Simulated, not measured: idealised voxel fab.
The following process module bears the name voxel air gaps.
Xsec cut, 235 nm wide, square cell size 5 nm.
Format of a cross-section: grid, square cells. Given as bands. Order: top down. Band: one or more rows of cells. Basically the band line says how high the top is and how high the bottom is, in nm, and then what's in it from left to right, every material with its width in nm. Empty space shows up as "air", and if a single material carries "throughout" it runs the full band edge to edge. A quick word on heights: they are counted from 0, and under that level the wafer as it came to us is one material throughout. The lowest band is different from the rest in having no bottom; it simply continues downward, written as in "0..down". Width: "30 to 40" (first number = top row, second number = bottom row, same change from row to row of cells). Any step labelled "stayed the same" changed none of the cells in the cross-section. "Enclosed void listing": sealed empty spaces, 8 cells or more, no open way to top, listed width x height at distance, with distance from the left edge and width, height and distance in nm. Anything after a step's settings on that line? It's the simulator's own note about the step. Regarding "overlay nm": on a step with a mask, it is the distance the mask lay to the right of its planned place; a negative value places it to the left.

-- Process steps (planned)
step 1: RECEIVE,material Si
step 2: CONFORMAL_DEP,material SiO2,thk nm 10
step 3: CONFORMAL_DEP,material SiN,thk nm 5
step 4: DIRECTIONAL_DEP,material SiO2,thk nm 35
step 5: MASKED_ETCH,tone open,mask id LINES,width nm 15,pitch nm 40,etch materials SiO2,depth nm 35,overlay nm 0
step 6: CONFORMAL_DEP,material TiN,thk nm 5
step 7: FILL_DEP,material Ru,thk nm 5
step 8: CMP,height nm 50
step 9: EPI,material Ru,thk nm 10
step 10: SELECTIVE_ETCH,etch materials SiO2,depth nm 45
step 11: CONFORMAL_DEP,material SiCN,thk nm 5

-- First of two wafers: run as planned

-- Wafer cross-section on receipt, i.e. after step 1
  0..down = Si throughout
  Enclosed void listing: none

-- Wafer after step 2 (cross-section)
  10..0 = SiO2 throughout
  Anything lower than 0 is untouched.

-- Wafer after step 3 (cross-section)
  15..10 = SiN throughout
  Anything lower than 10 is untouched.

-- Wafer after step 4 (cross-section)
  50..15 = SiO2 throughout
  Anything lower than 15 is untouched.

-- Wafer after step 5 (cross-section)
  50..15 = SiO2 50 / air 15 / SiO2 25 / air 15 / SiO2 25 / air 15 / SiO2 25 / air 15 / SiO2 50
  Anything lower than 15 is untouched.

-- Wafer after step 6 (cross-section)
  55..50 = TiN 55 / air 5 / TiN 35 / air 5 / TiN 35 / air 5 / TiN 35 / air 5 / TiN 55
  50..20 = SiO2 50 / TiN 5 / air 5 / TiN 5 / SiO2 25 / TiN 5 / air 5 / TiN 5 / SiO2 25 / TiN 5 / air 5 / TiN 5 / SiO2 25 / TiN 5 / air 5 / TiN 5 / SiO2 50
  20..15 = SiO2 50 / TiN 15 / SiO2 25 / TiN 15 / SiO2 25 / TiN 15 / SiO2 25 / TiN 15 / SiO2 50
  Anything lower than 15 is untouched.

-- Wafer after step 7 (cross-section)
  60..55 = Ru throughout
  55..50 = TiN 55 / Ru 5 / TiN 35 / Ru 5 / TiN 35 / Ru 5 / TiN 35 / Ru 5 / TiN 55
  50..20 = SiO2 50 / TiN 5 / Ru 5 / TiN 5 / SiO2 25 / TiN 5 / Ru 5 / TiN 5 / SiO2 25 / TiN 5 / Ru 5 / TiN 5 / SiO2 25 / TiN 5 / Ru 5 / TiN 5 / SiO2 50
  Anything lower than 20 is untouched.

-- Wafer after step 8 (cross-section)
  50..20 = SiO2 50 / TiN 5 / Ru 5 / TiN 5 / SiO2 25 / TiN 5 / Ru 5 / TiN 5 / SiO2 25 / TiN 5 / Ru 5 / TiN 5 / SiO2 25 / TiN 5 / Ru 5 / TiN 5 / SiO2 50
  Anything lower than 20 is untouched.

-- Wafer after step 9 (cross-section)
  60..50 = air 40 / Ru 35 / air 5 / Ru 35 / air 5 / Ru 35 / air 5 / Ru 35 / air 40
  Anything lower than 50 is untouched.

-- Wafer after step 10 (cross-section)
  60..50 = air 40 / Ru 35 / air 5 / Ru 35 / air 5 / Ru 35 / air 5 / Ru 35 / air 40
  50..20 = air 50 / TiN 5 / Ru 5 / TiN 5 / air 25 / TiN 5 / Ru 5 / TiN 5 / air 25 / TiN 5 / Ru 5 / TiN 5 / air 25 / TiN 5 / Ru 5 / TiN 5 / air 50
  20..15 = air 50 / TiN 15 / air 25 / TiN 15 / air 25 / TiN 15 / air 25 / TiN 15 / air 50
  Anything lower than 15 is untouched.

-- Wafer after step 11 (cross-section)
  65..60 = air 35 / SiCN 165 / air 35
  60..50 = air 35 / SiCN 5 / Ru 35 / SiCN 5 / Ru 35 / SiCN 5 / Ru 35 / SiCN 5 / Ru 35 / SiCN 5 / air 35
  50..45 = air 35 / SiCN 15 / TiN 5 / Ru 5 / TiN 5 / SiCN 25 / TiN 5 / Ru 5 / TiN 5 / SiCN 25 / TiN 5 / Ru 5 / TiN 5 / SiCN 25 / TiN 5 / Ru 5 / TiN 5 / SiCN 15 / air 35
  45..20 = air 45 / SiCN 5 / TiN 5 / Ru 5 / TiN 5 / SiCN 5 / air 15 / SiCN 5 / TiN 5 / Ru 5 / TiN 5 / SiCN 5 / air 15 / SiCN 5 / TiN 5 / Ru 5 / TiN 5 / SiCN 5 / air 15 / SiCN 5 / TiN 5 / Ru 5 / TiN 5 / SiCN 5 / air 45
  20..15 = SiCN 50 / TiN 15 / SiCN 25 / TiN 15 / SiCN 25 / TiN 15 / SiCN 25 / TiN 15 / SiCN 50
  Anything lower than 15 is untouched.
  Enclosed void listing: 15 x 25 at 70; 15 x 25 at 110; 15 x 25 at 150

-- The remaining wafer, second of the two, started like the first and was run to the same plan, except that one mistake was made along the way; the two coincide through step 4, inclusive

-- The second wafer in cross-section, at the planned close of step 5
  50..15 = SiO2 50 / air 20 / SiO2 20 / air 20 / SiO2 20 / air 20 / SiO2 20 / air 20 / SiO2 45
  Anything lower than 15 is untouched.

-- The second wafer in cross-section, at the planned close of step 6
  55..50 = TiN 55 / air 10 / TiN 30 / air 10 / TiN 30 / air 10 / TiN 30 / air 10 / TiN 50
  50..20 = SiO2 50 / TiN 5 / air 10 / TiN 5 / SiO2 20 / TiN 5 / air 10 / TiN 5 / SiO2 20 / TiN 5 / air 10 / TiN 5 / SiO2 20 / TiN 5 / air 10 / TiN 5 / SiO2 45
  20..15 = SiO2 50 / TiN 20 / SiO2 20 / TiN 20 / SiO2 20 / TiN 20 / SiO2 20 / TiN 20 / SiO2 45
  Anything lower than 15 is untouched.

-- The second wafer in cross-section, at the planned close of step 7
  60..55 = Ru throughout
  55..50 = TiN 55 / Ru 10 / TiN 30 / Ru 10 / TiN 30 / Ru 10 / TiN 30 / Ru 10 / TiN 50
  50..20 = SiO2 50 / TiN 5 / Ru 10 / TiN 5 / SiO2 20 / TiN 5 / Ru 10 / TiN 5 / SiO2 20 / TiN 5 / Ru 10 / TiN 5 / SiO2 20 / TiN 5 / Ru 10 / TiN 5 / SiO2 45
  Anything lower than 20 is untouched.

-- The second wafer in cross-section, at the planned close of step 8
  50..20 = SiO2 50 / TiN 5 / Ru 10 / TiN 5 / SiO2 20 / TiN 5 / Ru 10 / TiN 5 / SiO2 20 / TiN 5 / Ru 10 / TiN 5 / SiO2 20 / TiN 5 / Ru 10 / TiN 5 / SiO2 45
  Anything lower than 20 is untouched.

-- The second wafer in cross-section, at the planned close of step 9
  60..50 = air 40 / Ru 160 / air 35
  Anything lower than 50 is untouched.

-- The second wafer in cross-section, at the planned close of step 10
  60..50 = air 40 / Ru 160 / air 35
  50..20 = air 50 / TiN 5 / Ru 10 / TiN 5 / SiO2 20 / TiN 5 / Ru 10 / TiN 5 / SiO2 20 / TiN 5 / Ru 10 / TiN 5 / SiO2 20 / TiN 5 / Ru 10 / TiN 5 / air 45
  20..15 = air 50 / TiN 20 / SiO2 20 / TiN 20 / SiO2 20 / TiN 20 / SiO2 20 / TiN 20 / air 45
  Anything lower than 15 is untouched.

-- The second wafer in cross-section, at the planned close of step 11
  65..60 = air 35 / SiCN 170 / air 30
  60..50 = air 35 / SiCN 5 / Ru 160 / SiCN 5 / air 30
  50..45 = air 35 / SiCN 15 / TiN 5 / Ru 10 / TiN 5 / SiO2 20 / TiN 5 / Ru 10 / TiN 5 / SiO2 20 / TiN 5 / Ru 10 / TiN 5 / SiO2 20 / TiN 5 / Ru 10 / TiN 5 / SiCN 15 / air 30
  45..20 = air 45 / SiCN 5 / TiN 5 / Ru 10 / TiN 5 / SiO2 20 / TiN 5 / Ru 10 / TiN 5 / SiO2 20 / TiN 5 / Ru 10 / TiN 5 / SiO2 20 / TiN 5 / Ru 10 / TiN 5 / SiCN 5 / air 40
  20..15 = SiCN 50 / TiN 20 / SiO2 20 / TiN 20 / SiO2 20 / TiN 20 / SiO2 20 / TiN 20 / SiCN 45
  Anything lower than 15 is untouched.
Here's what went sideways: so step 5 ended up running with a different setting than we planned, it ran as MASKED_ETCH,tone open,mask id LINES,width nm 20,pitch nm 40,etch materials SiO2,depth nm 35,overlay nm 0
Final tally in cells, some materials are higher or lower on the second wafer than on the first: Ru: 32 more, SiCN: 66 fewer, SiO2: 84 more, TiN: 4 more
The second wafer ends with 0 closed voids, and the first wafer ends with 3.
